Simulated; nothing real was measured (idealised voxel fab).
process module | voxel capacitor over wiring
Square cell edge 5 nm, section width 155 nm, ID cut.
If you're reading a cross-section in this doc, picture square cells in a grid; it comes to you as bands, top ones listed first down to the bottom, and a band can be one or more rows of cells. Heights first: top, then bottom, in nm. Then materials, left to right, each with a width in nm. "all across" on a single material: fills the band edge to edge. "empty": empty space. Where do heights start? At 0: under that level the wafer as delivered is made of one material only. And the lowest band has no floor; it just carries on downward, as in "0..down". Width spec "30..40" -> top row of cells at first value, bottom row at second value, equal per-row change in between. No cell of the cross-section changed in a step that is given as "same as before". In the "Closed void catalog" entry, you get each enclosed empty space of 8 cells or more, one with no open way to the top, written width x height at distance, distance from the left edge, in nm. Note: text after step settings on the step line = simulator remark on that step. overlay nm: step with mask; distance mask lay right of planned place; negative value = left of planned place.
[Here's what the planned process steps look like]
1,RECEIVE: material Si
2,CONFORMAL_DEP: material SiO2, thk nm 15
3,CONFORMAL_DEP: material SiCN, thk nm 5
4,DIRECTIONAL_DEP: material SiO2, thk nm 25
5,DIRECTIONAL_DEP: material aC, thk nm 10
6,PATTERN: tone open, mask id METAL_1, material resist, width nm 30, pitch nm 95, thk nm 30, overlay nm 0
7,DIRECTIONAL_ETCH: etch materials aC, depth nm 10
8,STRIP: etch materials resist
9,DIRECTIONAL_ETCH: etch materials SiO2, depth nm 25
10,DIRECTIONAL_ETCH: etch materials SiCN, depth nm 5
11,STRIP: etch materials aC
12,CONFORMAL_DEP: material TiN, thk nm 5
13,FILL_DEP: material Cu, thk nm 10
14,CMP: height nm 45
15,CONFORMAL_DEP: material SiCN, thk nm 5
16,DIRECTIONAL_DEP: material SiO2, thk nm 10
17,MASKED_ETCH: tone open, mask id PLUG_1, width nm 15, etch materials SiO2, depth nm 10, overlay nm 0
18,MASKED_ETCH: tone open, mask id PLUG_1, width nm 15, etch materials SiCN, depth nm 5, overlay nm 0
19,CONFORMAL_DEP: material TiN, thk nm 5
20,FILL_DEP: material W, thk nm 10
21,CMP: height nm 60
22,DIRECTIONAL_DEP: material TiN, thk nm 10
23,DIRECTIONAL_DEP: material HfO2, thk nm 5
24,DIRECTIONAL_DEP: material TiN, thk nm 10
25,PATTERN: tone cover, mask id UPPER_PLATE, material resist, width nm 70, thk nm 15, overlay nm 0
26,DIRECTIONAL_ETCH: etch materials TiN, depth nm 10
27,DIRECTIONAL_ETCH: etch materials HfO2, depth nm 5
28,STRIP: etch materials resist
29,DIRECTIONAL_DEP: material aC, thk nm 10
30,PATTERN: tone cover, mask id LOWER_PLATE, material resist, width nm 80, thk nm 25, overlay nm 0
31,DIRECTIONAL_ETCH: etch materials aC, depth nm 10
32,STRIP: etch materials resist
33,DIRECTIONAL_ETCH: etch materials TiN, depth nm 10
34,STRIP: etch materials aC
35,FILL_DEP: material SiO2, thk nm 20
36,CMP: height nm 100
37,MASKED_ETCH: tone open, mask id PLUG_2, width nm 15, etch materials SiO2, depth nm 15, overlay nm 0
38,CONFORMAL_DEP: material TiN, thk nm 5
39,FILL_DEP: material Ru, thk nm 10
40,CMP: height nm 100
41,CONFORMAL_DEP: material SiCN, thk nm 5
[Cross-section of the wafer at receipt, which is the condition after step 1]
> 0..down: Si all across
> Closed void catalog: none
[Post-module cross-section of the first of two wafers (run per plan)]
> 105..100: SiCN all across
> 100..90: SiO2: 40  TiN: 5  Ru: 5  TiN: 5  SiO2: 100
> 90..85: SiO2: 40  TiN: 15  SiO2: 100
> 85..75: SiO2: 30  TiN: 70  SiO2: 55
> 75..70: SiO2: 30  HfO2: 70  SiO2: 55
> 70..60: SiO2: 25  TiN: 80  SiO2: 50
> 60..50: SiO2: 30  TiN: 5  W: 5  TiN: 5  SiO2: 110
> 50..45: SiCN: 30  TiN: 15  SiCN: 110
> 45..20: SiO2: 15  TiN: 5  Cu: 20  TiN: 5  SiO2: 65  TiN: 5  Cu: 20  TiN: 5  SiO2: 15
> 20..15: SiCN: 15  TiN: 30  SiCN: 65  TiN: 30  SiCN: 15
> 15..0: SiO2 all across
> 0..down: Si all across
> Closed void catalog: none
[This cross-section belongs to the second wafer of two at the end of the module; the start and the plan were shared with the first, and the run included one mistake]
> 105..100: SiCN all across
> 100..90: SiO2: 40  TiN: 5  Ru: 5  TiN: 5  SiO2: 100
> 90..85: SiO2: 40  TiN: 15  SiO2: 100
> 85..75: SiO2: 30  TiN: 70  SiO2: 55
> 75..70: SiO2: 30  HfO2: 70  SiO2: 55
> 70..60: SiO2: 25  TiN: 80  SiO2: 50
> 60..50: Cu all across
> 50..45: TiN: 20  Cu: 20  TiN: 75  Cu: 20  TiN: 20
> 45..20: SiO2: 15  TiN: 5  Cu: 20  TiN: 5  SiO2: 65  TiN: 5  Cu: 20  TiN: 5  SiO2: 15
> 20..15: SiCN: 15  TiN: 30  SiCN: 65  TiN: 30  SiCN: 15
> 15..0: SiO2 all across
> 0..down: Si all across
> Closed void catalog: none
Plan not followed: step 14 of the plan was bypassed and not carried out
Final difference in cells, second wafer against first, listed per material as more or fewer: Cu: 70 more | SiCN: 28 fewer | SiO2: 56 fewer | TiN: 16 more | W: 2 fewer
